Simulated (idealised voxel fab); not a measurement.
Process module name: voxel air gaps
We display cut, a cross-section 285 nm in width whose square cells are each 5 nm.
Cross-section layout: square cells on a grid; listed as bands, top to bottom; a band spans one or more cell rows. Quick guide to a band line: top height, bottom height (nm) up front; then every material left to right with its width in nm. Only one material and it's marked "edge to edge"? Then it fills the band edge to edge. And "air" just means empty space. The reference from which all heights are counted is 0, the level beneath which the as-received wafer is entirely one material; the lowest band, having no lower bound, proceeds downward and is written after the example "0 and below". A width such as "30..40" changes by the same amount from each row of cells to the next, from the band's top row to its bottom row. A step reported as "all unchanged" is a step in which no cell of the cross-section changed. "Trapped voids" - sealed voids, min. 8 cells, no opening to top; format: width x height at distance (distance from left edge; nm throughout). That trailing text on a step's line, after the settings, is the simulator's own remark on the step. Steps that use a mask can have "overlay nm" on their line. It says how far the mask sat to the right of where it was meant to be. Negative means to the left.
# The process steps that were planned are listed below
- 1: RECEIVE, material Si
- 2: CONFORMAL_DEP, material SiO2, thk nm 10
- 3: CONFORMAL_DEP, material SiN, thk nm 5
- 4: DIRECTIONAL_DEP, material SiO2, thk nm 40
- 5: DIRECTIONAL_DEP, material aC, thk nm 10
- 6: PATTERN, tone open, mask id LINES, material resist, width nm 25, pitch nm 50, thk nm 30, overlay nm 0
- 7: DIRECTIONAL_ETCH, etch materials aC, depth nm 10
- 8: STRIP, etch materials resist
- 9: DIRECTIONAL_ETCH, etch materials SiO2, depth nm 40
- 10: STRIP, etch materials aC
- 11: CONFORMAL_DEP, material TiN, thk nm 5
- 12: FILL_DEP, material W, thk nm 10
- 13: CMP, height nm 55
- 14: EPI, material Ru, thk nm 10
- 15: SELECTIVE_ETCH, etch materials SiO2, depth nm 50
- 16: CONFORMAL_DEP, material SiN, thk nm 5
# The first of a set of two wafers, run to plan
# As-received wafer cross-section (after step 1)
* 0 and below  Si edge to edge
* Trapped voids: none
# Cross-section of the wafer after step 2
* 10 down to 0  SiO2 edge to edge
* Note: structure below 0 unchanged.
# Cross-section of the wafer after step 3
* 15 down to 10  SiN edge to edge
* Note: structure below 10 unchanged.
# Cross-section of the wafer after step 4
* 55 down to 15  SiO2 edge to edge
* Note: structure below 15 unchanged.
# Cross-section of the wafer after step 5
* 65 down to 55  aC edge to edge
* Note: structure below 55 unchanged.
# Cross-section of the wafer after step 6
* 95 down to 65  resist 80  air 25  resist 25  air 25  resist 25  air 25  resist 80
* Note: structure below 65 unchanged.
# Cross-section of the wafer after step 7
* 85 down to 65  resist 80  air 25  resist 25  air 25  resist 25  air 25  resist 80
* 65 down to 55  aC 80  air 25  aC 25  air 25  aC 25  air 25  aC 80
* Note: structure below 55 unchanged.
# Cross-section of the wafer after step 8
* 65 down to 55  aC 80  air 25  aC 25  air 25  aC 25  air 25  aC 80
* Note: structure below 55 unchanged.
# Cross-section of the wafer after step 9
* 65 down to 55  aC 80  air 25  aC 25  air 25  aC 25  air 25  aC 80
* 55 down to 15  SiO2 80  air 25  SiO2 25  air 25  SiO2 25  air 25  SiO2 80
* Note: structure below 15 unchanged.
# Cross-section of the wafer after step 10
* 55 down to 15  SiO2 80  air 25  SiO2 25  air 25  SiO2 25  air 25  SiO2 80
* Note: structure below 15 unchanged.
# Cross-section of the wafer after step 11
* 60 down to 55  TiN 85  air 15  TiN 35  air 15  TiN 35  air 15  TiN 85
* 55 down to 20  SiO2 80  TiN 5  air 15  TiN 5  SiO2 25  TiN 5  air 15  TiN 5  SiO2 25  TiN 5  air 15  TiN 5  SiO2 80
* 20 down to 15  SiO2 80  TiN 25  SiO2 25  TiN 25  SiO2 25  TiN 25  SiO2 80
* Note: structure below 15 unchanged.
# Cross-section of the wafer after step 12
* 70 down to 60  W edge to edge
* 60 down to 55  TiN 85  W 15  TiN 35  W 15  TiN 35  W 15  TiN 85
* 55 down to 20  SiO2 80  TiN 5  W 15  TiN 5  SiO2 25  TiN 5  W 15  TiN 5  SiO2 25  TiN 5  W 15  TiN 5  SiO2 80
* Note: structure below 20 unchanged.
# Cross-section of the wafer after step 13
* 55 down to 20  SiO2 80  TiN 5  W 15  TiN 5  SiO2 25  TiN 5  W 15  TiN 5  SiO2 25  TiN 5  W 15  TiN 5  SiO2 80
* Note: structure below 20 unchanged.
# Cross-section of the wafer after step 14
* 65 down to 55  air 70  Ru 45  air 5  Ru 45  air 5  Ru 45  air 70
* Note: structure below 55 unchanged.
# Cross-section of the wafer after step 15
* 65 down to 55  air 70  Ru 45  air 5  Ru 45  air 5  Ru 45  air 70
* 55 down to 20  air 80  TiN 5  W 15  TiN 5  air 25  TiN 5  W 15  TiN 5  air 25  TiN 5  W 15  TiN 5  air 80
* 20 down to 15  air 80  TiN 25  air 25  TiN 25  air 25  TiN 25  air 80
* Note: structure below 15 unchanged.
# Cross-section of the wafer after step 16
* 70 down to 65  air 65  SiN 155  air 65
* 65 down to 55  air 65  SiN 5  Ru 45  SiN 5  Ru 45  SiN 5  Ru 45  SiN 5  air 65
* 55 down to 50  air 65  SiN 15  TiN 5  W 15  TiN 5  SiN 25  TiN 5  W 15  TiN 5  SiN 25  TiN 5  W 15  TiN 5  SiN 15  air 65
* 50 down to 20  air 75  SiN 5  TiN 5  W 15  TiN 5  SiN 5  air 15  SiN 5  TiN 5  W 15  TiN 5  SiN 5  air 15  SiN 5  TiN 5  W 15  TiN 5  SiN 5  air 75
* 20 down to 15  SiN 80  TiN 25  SiN 25  TiN 25  SiN 25  TiN 25  SiN 80
* Note: structure below 15 unchanged.
* Trapped voids: 15 x 30 at 110; 15 x 30 at 160
# The remaining wafer, second of the two, started like the first and was run to the same plan, except that one mistake was made along the way; the two coincide through step 13, inclusive
# when step 14 should have ended
* 75 down to 55  air 60  Ru 165  air 60
* Note: structure below 55 unchanged.
# when step 15 should have ended
* 75 down to 55  air 60  Ru 165  air 60
* 55 down to 20  air 80  TiN 5  W 15  TiN 5  SiO2 25  TiN 5  W 15  TiN 5  SiO2 25  TiN 5  W 15  TiN 5  air 80
* 20 down to 15  air 80  TiN 25  SiO2 25  TiN 25  SiO2 25  TiN 25  air 80
* Note: structure below 15 unchanged.
# when step 16 should have ended
* 80 down to 75  air 55  SiN 175  air 55
* 75 down to 55  air 55  SiN 5  Ru 165  SiN 5  air 55
* 55 down to 50  air 55  SiN 25  TiN 5  W 15  TiN 5  SiO2 25  TiN 5  W 15  TiN 5  SiO2 25  TiN 5  W 15  TiN 5  SiN 25  air 55
* 50 down to 20  air 75  SiN 5  TiN 5  W 15  TiN 5  SiO2 25  TiN 5  W 15  TiN 5  SiO2 25  TiN 5  W 15  TiN 5  SiN 5  air 75
* 20 down to 15  SiN 80  TiN 25  SiO2 25  TiN 25  SiO2 25  TiN 25  SiN 80
* Note: structure below 15 unchanged.
Diagnosis: step 14 of the plan was executed twice over
Wrapping up, a cell-based count of both wafers puts the second over or under the first for these materials: Ru: 78 more; SiN: 36 fewer; SiO2: 80 more
End state: 2 closed voids on the first wafer, 0 on the second.
